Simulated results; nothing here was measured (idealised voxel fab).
A process module follows: voxel ribs on slabs.
Shown is cross-section cut, with a width of 240 nm and square cells of size 5 nm.
In this document a cross-section is written as a grid of square cells. It is given as a series of bands, listed from the top down, and a band is one or more rows of cells.
What a band's entry tells you: where the top is and where the bottom is, as heights in nm, and after that what lies inside, material by material from left to right, each with its width in nm. Empty space is written as the word "empty", and a single material marked with the word "all across" occupies the band from edge to edge.
Note: height 0 marks the level under which the wafer is uniformly one material as received. Lowest band unbounded below, written "0 and below".
The notation "30 to 40" denotes a width that varies across the rows of cells in the band, beginning at the first number in the top row, finishing at the second number in the bottom row, and changing by an identical amount from each row to the next.
Step note "nothing altered" = no cross-section cell changed.
Entry "Enclosed internal cavities" = empty spaces >= 8 cells with no open way to the top; each as width x height at distance, distance from left edge, all nm.
What comes after the settings on a step's line is commentary from the simulator itself on that step.
overlay nm, on a step with a mask: how far to the right of its planned place the mask lay; to the left if negative
-- Here's what the planned process steps look like
1 RECEIVE: material Si
2 DIRECTIONAL_DEP: material SiO2, thk nm 30
3 DIRECTIONAL_DEP: material SiN, thk nm 25
4 MASKED_ETCH: tone cover, mask id RIB, width nm 30, etch materials SiN, depth nm 20, overlay nm 0
5 PATTERN: tone cover, mask id SLAB, material resist, width nm 80, thk nm 20, overlay nm 0
6 DIRECTIONAL_ETCH: etch materials SiN, depth nm 5
7 STRIP: etch materials resist
8 FILL_DEP: material SiO2, thk nm 20
9 CMP: height nm 65
10 DIRECTIONAL_DEP: material TiN, thk nm 5
11 MASKED_ETCH: tone cover, mask id HEATER, width nm 40, etch materials TiN, depth nm 5, overlay nm 0
12 CONFORMAL_DEP: material SiO2, thk nm 10
-- Received-state cross-section, reflecting completion of step 1
  0 and below  Si all across
  Enclosed internal cavities: none
-- Starting wafer: above. Plan: above. Run: one mistake. Cross-section after the module: below
  80 down to 75  empty: 90 / SiO2: 60 / empty: 90
  75 down to 70  SiO2 all across
  70 down to 65  SiO2: 100 / TiN: 40 / SiO2: 100
  65 down to 55  SiO2 all across
  55 down to 35  SiO2: 105 / SiN: 30 / SiO2: 105
  35 down to 30  SiO2: 80 / SiN: 80 / SiO2: 80
  30 down to 0  TiN all across
  0 and below  Si all across
  Enclosed internal cavities: none
The mistake made against the process plan was this: step 2 did not happen as planned, as run it was DIRECTIONAL_DEP: material TiN, thk nm 30
